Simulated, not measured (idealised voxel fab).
process module | voxel self aligned vias
cross-section cut | 210 nm wide | cells 5 nm
A cross-section is a grid of square cells, given in bands from the top down. A band is one or more rows of cells.
Each band's line starts with the height of the band's top and of its bottom, in nm. Then come its materials from left to right, each with its width in nm. One material with "throughout" fills the band from edge to edge. "air" is empty space.
Height 0 is the level under which the wafer as received is all one material. The lowest band goes on downwards, as in "0 down".
A width such as "30 to 40" changes by the same amount from each row of cells to the next, from the band's top row to its bottom row.
"no change" after a step means that no cell of the cross-section changed.
closed voids: empty space of 8 cells or more with no open way to the top, each as width x height at its distance from the left edge, in nm
after a step's settings: what the simulator itself notes on the step
overlay nm, on a step with a mask: how far to the right of its planned place the mask lay; to the left if negative
plan
1 op RECEIVE | material Si
2 op CONFORMAL_DEP | material SiO2 | thk nm 10
3 op CONFORMAL_DEP | material SiCN | thk nm 5
4 op DIRECTIONAL_DEP | material SiO2 | thk nm 30
5 op PATTERN | tone open | mask id LINES | material resist | width nm 20 | pitch nm 65 | thk nm 15 | overlay nm 0
6 op DIRECTIONAL_ETCH | etch materials SiO2 | depth nm 30
7 op STRIP | etch materials resist
8 op CONFORMAL_DEP | material TiN | thk nm 5
9 op FILL_DEP | material W | thk nm 5
10 op CMP | height nm 45
11 op SELECTIVE_ETCH | etch materials W Ru TiN | depth nm 5
12 op FILL_DEP | material SiN | thk nm 5
13 op CMP | height nm 45
14 op DIRECTIONAL_DEP | material SiO2 | thk nm 20
15 op DIRECTIONAL_DEP | material aC | thk nm 10
16 op PATTERN | tone open | mask id VIAS | material resist | width nm 40 | pitch nm 130 | thk nm 30 | overlay nm 0
17 op DIRECTIONAL_ETCH | etch materials aC | depth nm 10
18 op STRIP | etch materials resist
19 op DIRECTIONAL_ETCH | etch materials SiO2 | depth nm 20
20 op DIRECTIONAL_ETCH | etch materials SiN | depth nm 5
21 op STRIP | etch materials aC
22 op CONFORMAL_DEP | material TiN | thk nm 5
23 op FILL_DEP | material Cu | thk nm 5
24 op CMP | height nm 65
25 op CONFORMAL_DEP | material SiCN | thk nm 5
first wafer, as planned
as received, after step 1
  0 down: Si throughout
  closed voids: none
after step 2
  10 to 0: SiO2 throughout
  below 0: unchanged
after step 3
  15 to 10: SiCN throughout
  below 10: unchanged
after step 4
  45 to 15: SiO2 throughout
  below 15: unchanged
after step 5
  60 to 45: resist 30 | air 20 | resist 45 | air 20 | resist 45 | air 20 | resist 30
  below 45: unchanged
after step 6
  60 to 45: resist 30 | air 20 | resist 45 | air 20 | resist 45 | air 20 | resist 30
  45 to 15: SiO2 30 | air 20 | SiO2 45 | air 20 | SiO2 45 | air 20 | SiO2 30
  below 15: unchanged
after step 7
  45 to 15: SiO2 30 | air 20 | SiO2 45 | air 20 | SiO2 45 | air 20 | SiO2 30
  below 15: unchanged
after step 8
  50 to 45: TiN 35 | air 10 | TiN 55 | air 10 | TiN 55 | air 10 | TiN 35
  45 to 20: SiO2 30 | TiN 5 | air 10 | TiN 5 | SiO2 45 | TiN 5 | air 10 | TiN 5 | SiO2 45 | TiN 5 | air 10 | TiN 5 | SiO2 30
  20 to 15: SiO2 30 | TiN 20 | SiO2 45 | TiN 20 | SiO2 45 | TiN 20 | SiO2 30
  below 15: unchanged
after step 9
  55 to 50: W throughout
  50 to 45: TiN 35 | W 10 | TiN 55 | W 10 | TiN 55 | W 10 | TiN 35
  45 to 20: SiO2 30 | TiN 5 | W 10 | TiN 5 | SiO2 45 | TiN 5 | W 10 | TiN 5 | SiO2 45 | TiN 5 | W 10 | TiN 5 | SiO2 30
  below 20: unchanged
after step 10
  45 to 20: SiO2 30 | TiN 5 | W 10 | TiN 5 | SiO2 45 | TiN 5 | W 10 | TiN 5 | SiO2 45 | TiN 5 | W 10 | TiN 5 | SiO2 30
  below 20: unchanged
after step 11
  45 to 40: SiO2 30 | air 20 | SiO2 45 | air 20 | SiO2 45 | air 20 | SiO2 30
  below 40: unchanged
after step 12
  50 to 45: SiN throughout
  45 to 40: SiO2 30 | SiN 20 | SiO2 45 | SiN 20 | SiO2 45 | SiN 20 | SiO2 30
  below 40: unchanged
after step 13
  45 to 40: SiO2 30 | SiN 20 | SiO2 45 | SiN 20 | SiO2 45 | SiN 20 | SiO2 30
  below 40: unchanged
after step 14
  65 to 45: SiO2 throughout
  below 45: unchanged
after step 15
  75 to 65: aC throughout
  below 65: unchanged
after step 16
  105 to 75: resist 20 | air 40 | resist 90 | air 40 | resist 20
  below 75: unchanged
after step 17
  95 to 75: resist 20 | air 40 | resist 90 | air 40 | resist 20
  75 to 65: aC 20 | air 40 | aC 90 | air 40 | aC 20
  below 65: unchanged
after step 18
  75 to 65: aC 20 | air 40 | aC 90 | air 40 | aC 20
  below 65: unchanged
after step 19
  75 to 65: aC 20 | air 40 | aC 90 | air 40 | aC 20
  65 to 45: SiO2 20 | air 40 | SiO2 90 | air 40 | SiO2 20
  below 45: unchanged
after step 20
  75 to 65: aC 20 | air 40 | aC 90 | air 40 | aC 20
  65 to 45: SiO2 20 | air 40 | SiO2 90 | air 40 | SiO2 20
  45 to 40: SiO2 30 | air 20 | SiO2 45 | SiN 20 | SiO2 45 | air 20 | SiO2 30
  below 40: unchanged
after step 21
  65 to 45: SiO2 20 | air 40 | SiO2 90 | air 40 | SiO2 20
  below 45: unchanged
after step 22
  70 to 65: TiN 25 | air 30 | TiN 100 | air 30 | TiN 25
  65 to 50: SiO2 20 | TiN 5 | air 30 | TiN 5 | SiO2 90 | TiN 5 | air 30 | TiN 5 | SiO2 20
  50 to 45: SiO2 20 | TiN 15 | air 10 | TiN 15 | SiO2 90 | TiN 15 | air 10 | TiN 15 | SiO2 20
  45 to 40: SiO2 30 | TiN 20 | SiO2 45 | SiN 20 | SiO2 45 | TiN 20 | SiO2 30
  below 40: unchanged
after step 23
  75 to 70: Cu throughout
  70 to 65: TiN 25 | Cu 30 | TiN 100 | Cu 30 | TiN 25
  65 to 50: SiO2 20 | TiN 5 | Cu 30 | TiN 5 | SiO2 90 | TiN 5 | Cu 30 | TiN 5 | SiO2 20
  50 to 45: SiO2 20 | TiN 15 | Cu 10 | TiN 15 | SiO2 90 | TiN 15 | Cu 10 | TiN 15 | SiO2 20
  below 45: unchanged
after step 24
  65 to 50: SiO2 20 | TiN 5 | Cu 30 | TiN 5 | SiO2 90 | TiN 5 | Cu 30 | TiN 5 | SiO2 20
  below 50: unchanged
after step 25
  70 to 65: SiCN throughout
  below 65: unchanged
second wafer: like start, like plan, one mistake. Through step 13 it matches the first wafer
when step 14 should have ended
  65 to 45: Cu throughout
  below 45: unchanged
when step 15 should have ended
  75 to 65: aC throughout
  below 65: unchanged
when step 16 should have ended
  105 to 75: resist 20 | air 40 | resist 90 | air 40 | resist 20
  below 75: unchanged
when step 17 should have ended
  95 to 75: resist 20 | air 40 | resist 90 | air 40 | resist 20
  75 to 65: aC 20 | air 40 | aC 90 | air 40 | aC 20
  below 65: unchanged
when step 18 should have ended
  75 to 65: aC 20 | air 40 | aC 90 | air 40 | aC 20
  below 65: unchanged
when step 19 should have ended: no change
when step 20 should have ended: no change
when step 21 should have ended
  65 to 45: Cu throughout
  below 45: unchanged
when step 22 should have ended
  70 to 65: TiN throughout
  below 65: unchanged
when step 23 should have ended
  75 to 70: Cu throughout
  below 70: unchanged
when step 24 should have ended
  65 to 45: Cu throughout
  below 45: unchanged
when step 25 should have ended
  70 to 65: SiCN throughout
  below 65: unchanged
what went wrong: step 14 ran as: op DIRECTIONAL_DEP | material Cu | thk nm 20
at the end the second wafer has, in cells: 128 more of Cu | 8 more of SiN | 104 fewer of SiO2 | 32 fewer of TiN
